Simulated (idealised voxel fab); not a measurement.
Title: Process Module voxel trench capacitor
The figure presents cross-section cut, which has a width of 245 nm and is divided into square cells with an edge length of 5 nm.
Format of a cross-section: grid, square cells. Given as bands. Order: top down. Band: one or more rows of cells.
The entry gives the band's vertical extent as a top height and a bottom height in nm, then its horizontal make-up as materials from left to right, each with a width in nm. "empty" stands for empty space; a single material marked "everywhere" fills the band edge to edge.
Zero point of the height axis is 0; under it, received wafer = one material. Lowest band: continues down indefinitely, "0 down".
So if you see something like "30 to 40" for the width, read it as the top row of the band sitting at the first number and the bottom row at the second, with every row in between moving by the same amount as the last.
Key: "everything unchanged" - step with no changed cell in the cross-section.
What "Closed void entries" gives you is every empty space of 8 cells or more that is cut off from the top. Each appears as width x height at distance, with the distance taken from the left edge and width, height and distance all in nm.
The remark found on a step's line after its settings is issued by the simulator itself and pertains to that step.
A step's line can hold "overlay nm"; with a mask on that step, the setting says how far right of the planned place the mask lay, while a negative setting says it lay to the left.

INTENDED PROCESS STEPS
1) RECEIVE: material Si
2) CONFORMAL_DEP: material SiN, thk nm 5
3) PATTERN: tone open, mask id TRENCH, material resist, width nm 25, pitch nm 50, thk nm 15, overlay nm 0
4) DIRECTIONAL_ETCH: etch materials SiN, depth nm 5
5) DIRECTIONAL_ETCH: etch materials Si, depth nm 40
6) STRIP: etch materials resist
7) CONFORMAL_DEP: material Al2O3, thk nm 5
8) CONFORMAL_DEP: material TiN, thk nm 5
9) FILL_DEP: material W, thk nm 10
10) CMP: height nm 5

OF TWO WAFERS, THE FIRST: RUN ACCORDING TO PLAN

THIS IS THE CROSS-SECTION OF THE WAFER AS WE RECEIVED IT, I.E. AFTER STEP 1
> 0 down | Si everywhere
> Closed void entries: none

UPON COMPLETION OF STEP 2, THE WAFER APPEARS IN CROSS-SECTION AS SHOWN
> 5 to 0 | SiN everywhere
> Below 0, no change.

UPON COMPLETION OF STEP 3, THE WAFER APPEARS IN CROSS-SECTION AS SHOWN
> 20 to 5 | 85 resist; 25 empty; 25 resist; 25 empty; 85 resist
> Below 5, no change.

UPON COMPLETION OF STEP 4, THE WAFER APPEARS IN CROSS-SECTION AS SHOWN
> 20 to 5 | 85 resist; 25 empty; 25 resist; 25 empty; 85 resist
> 5 to 0 | 85 SiN; 25 empty; 25 SiN; 25 empty; 85 SiN
> Below 0, no change.

UPON COMPLETION OF STEP 5, THE WAFER APPEARS IN CROSS-SECTION AS SHOWN
> 20 to 5 | 85 resist; 25 empty; 25 resist; 25 empty; 85 resist
> 5 to 0 | 85 SiN; 25 empty; 25 SiN; 25 empty; 85 SiN
> 0 to -40 | 85 Si; 25 empty; 25 Si; 25 empty; 85 Si
> Below -40, no change.

UPON COMPLETION OF STEP 6, THE WAFER APPEARS IN CROSS-SECTION AS SHOWN
> 5 to 0 | 85 SiN; 25 empty; 25 SiN; 25 empty; 85 SiN
> Below 0, no change.

UPON COMPLETION OF STEP 7, THE WAFER APPEARS IN CROSS-SECTION AS SHOWN
> 10 to 5 | 90 Al2O3; 15 empty; 35 Al2O3; 15 empty; 90 Al2O3
> 5 to 0 | 85 SiN; 5 Al2O3; 15 empty; 5 Al2O3; 25 SiN; 5 Al2O3; 15 empty; 5 Al2O3; 85 SiN
> 0 to -35 | 85 Si; 5 Al2O3; 15 empty; 5 Al2O3; 25 Si; 5 Al2O3; 15 empty; 5 Al2O3; 85 Si
> -35 to -40 | 85 Si; 25 Al2O3; 25 Si; 25 Al2O3; 85 Si
> Below -40, no change.

UPON COMPLETION OF STEP 8, THE WAFER APPEARS IN CROSS-SECTION AS SHOWN
> 15 to 10 | 95 TiN; 5 empty; 45 TiN; 5 empty; 95 TiN
> 10 to 5 | 90 Al2O3; 5 TiN; 5 empty; 5 TiN; 35 Al2O3; 5 TiN; 5 empty; 5 TiN; 90 Al2O3
> 5 to 0 | 85 SiN; 5 Al2O3; 5 TiN; 5 empty; 5 TiN; 5 Al2O3; 25 SiN; 5 Al2O3; 5 TiN; 5 empty; 5 TiN; 5 Al2O3; 85 SiN
> 0 to -30 | 85 Si; 5 Al2O3; 5 TiN; 5 empty; 5 TiN; 5 Al2O3; 25 Si; 5 Al2O3; 5 TiN; 5 empty; 5 TiN; 5 Al2O3; 85 Si
> -30 to -35 | 85 Si; 5 Al2O3; 15 TiN; 5 Al2O3; 25 Si; 5 Al2O3; 15 TiN; 5 Al2O3; 85 Si
> Below -35, no change.

UPON COMPLETION OF STEP 9, THE WAFER APPEARS IN CROSS-SECTION AS SHOWN
> 25 to 15 | W everywhere
> 15 to 10 | 95 TiN; 5 W; 45 TiN; 5 W; 95 TiN
> 10 to 5 | 90 Al2O3; 5 TiN; 5 W; 5 TiN; 35 Al2O3; 5 TiN; 5 W; 5 TiN; 90 Al2O3
> 5 to 0 | 85 SiN; 5 Al2O3; 5 TiN; 5 W; 5 TiN; 5 Al2O3; 25 SiN; 5 Al2O3; 5 TiN; 5 W; 5 TiN; 5 Al2O3; 85 SiN
> 0 to -30 | 85 Si; 5 Al2O3; 5 TiN; 5 W; 5 TiN; 5 Al2O3; 25 Si; 5 Al2O3; 5 TiN; 5 W; 5 TiN; 5 Al2O3; 85 Si
> Below -30, no change.

UPON COMPLETION OF STEP 10, THE WAFER APPEARS IN CROSS-SECTION AS SHOWN
> 5 to 0 | 85 SiN; 5 Al2O3; 5 TiN; 5 W; 5 TiN; 5 Al2O3; 25 SiN; 5 Al2O3; 5 TiN; 5 W; 5 TiN; 5 Al2O3; 85 SiN
> Below 0, no change.

SECOND WAFER - SHARED START AND PLAN WITH THE FIRST - ONE ERROR IN RUNNING - SAME AS THE FIRST UP TO STEP 3 INCLUSIVE

LOOK AT THE SECOND WAFER IN CROSS-SECTION AT THE TIME STEP 4 OUGHT TO HAVE FINISHED
> 20 to 5 | 85 resist; 25 empty; 25 resist; 25 empty; 85 resist
> 5 to 0 | 85 SiN; 25 empty; 25 SiN; 25 empty; 85 SiN
> Below 0, no change.

LOOK AT THE SECOND WAFER IN CROSS-SECTION AT THE TIME STEP 5 OUGHT TO HAVE FINISHED
> 20 to 5 | 85 resist; 25 empty; 25 resist; 25 empty; 85 resist
> 5 to 0 | 85 SiN; 25 empty; 25 SiN; 25 empty; 85 SiN
> 0 to -40 | 85 Si; 25 empty; 25 Si; 25 empty; 85 Si
> Below -40, no change.

LOOK AT THE SECOND WAFER IN CROSS-SECTION AT THE TIME STEP 6 OUGHT TO HAVE FINISHED
> 5 to 0 | 85 SiN; 25 empty; 25 SiN; 25 empty; 85 SiN
> Below 0, no change.

LOOK AT THE SECOND WAFER IN CROSS-SECTION AT THE TIME STEP 7 OUGHT TO HAVE FINISHED
> 10 to 5 | 90 Al2O3; 15 empty; 35 Al2O3; 15 empty; 90 Al2O3
> 5 to 0 | 85 SiN; 5 Al2O3; 15 empty; 5 Al2O3; 25 SiN; 5 Al2O3; 15 empty; 5 Al2O3; 85 SiN
> 0 to -35 | 85 Si; 5 Al2O3; 15 empty; 5 Al2O3; 25 Si; 5 Al2O3; 15 empty; 5 Al2O3; 85 Si
> -35 to -40 | 85 Si; 25 Al2O3; 25 Si; 25 Al2O3; 85 Si
> Below -40, no change.

LOOK AT THE SECOND WAFER IN CROSS-SECTION AT THE TIME STEP 8 OUGHT TO HAVE FINISHED
> 15 to 10 | 95 TiN; 5 empty; 45 TiN; 5 empty; 95 TiN
> 10 to 5 | 90 Al2O3; 5 TiN; 5 empty; 5 TiN; 35 Al2O3; 5 TiN; 5 empty; 5 TiN; 90 Al2O3
> 5 to 0 | 85 SiN; 5 Al2O3; 5 TiN; 5 empty; 5 TiN; 5 Al2O3; 25 SiN; 5 Al2O3; 5 TiN; 5 empty; 5 TiN; 5 Al2O3; 85 SiN
> 0 to -30 | 85 Si; 5 Al2O3; 5 TiN; 5 empty; 5 TiN; 5 Al2O3; 25 Si; 5 Al2O3; 5 TiN; 5 empty; 5 TiN; 5 Al2O3; 85 Si
> -30 to -35 | 85 Si; 5 Al2O3; 15 TiN; 5 Al2O3; 25 Si; 5 Al2O3; 15 TiN; 5 Al2O3; 85 Si
> Below -35, no change.

LOOK AT THE SECOND WAFER IN CROSS-SECTION AT THE TIME STEP 9 OUGHT TO HAVE FINISHED
> 25 to 15 | W everywhere
> 15 to 10 | 95 TiN; 5 W; 45 TiN; 5 W; 95 TiN
> 10 to 5 | 90 Al2O3; 5 TiN; 5 W; 5 TiN; 35 Al2O3; 5 TiN; 5 W; 5 TiN; 90 Al2O3
> 5 to 0 | 85 SiN; 5 Al2O3; 5 TiN; 5 W; 5 TiN; 5 Al2O3; 25 SiN; 5 Al2O3; 5 TiN; 5 W; 5 TiN; 5 Al2O3; 85 SiN
> 0 to -30 | 85 Si; 5 Al2O3; 5 TiN; 5 W; 5 TiN; 5 Al2O3; 25 Si; 5 Al2O3; 5 TiN; 5 W; 5 TiN; 5 Al2O3; 85 Si
> Below -30, no change.

LOOK AT THE SECOND WAFER IN CROSS-SECTION AT THE TIME STEP 10 OUGHT TO HAVE FINISHED
> 5 to 0 | 85 SiN; 5 Al2O3; 5 TiN; 5 W; 5 TiN; 5 Al2O3; 25 SiN; 5 Al2O3; 5 TiN; 5 W; 5 TiN; 5 Al2O3; 85 SiN
> Below 0, no change.
Error vs. plan: it should be noted that step 4 of the plan was executed twice
Outcome: the two wafer cross-sections end up identical, and the model's computation is unaffected by the mistake.
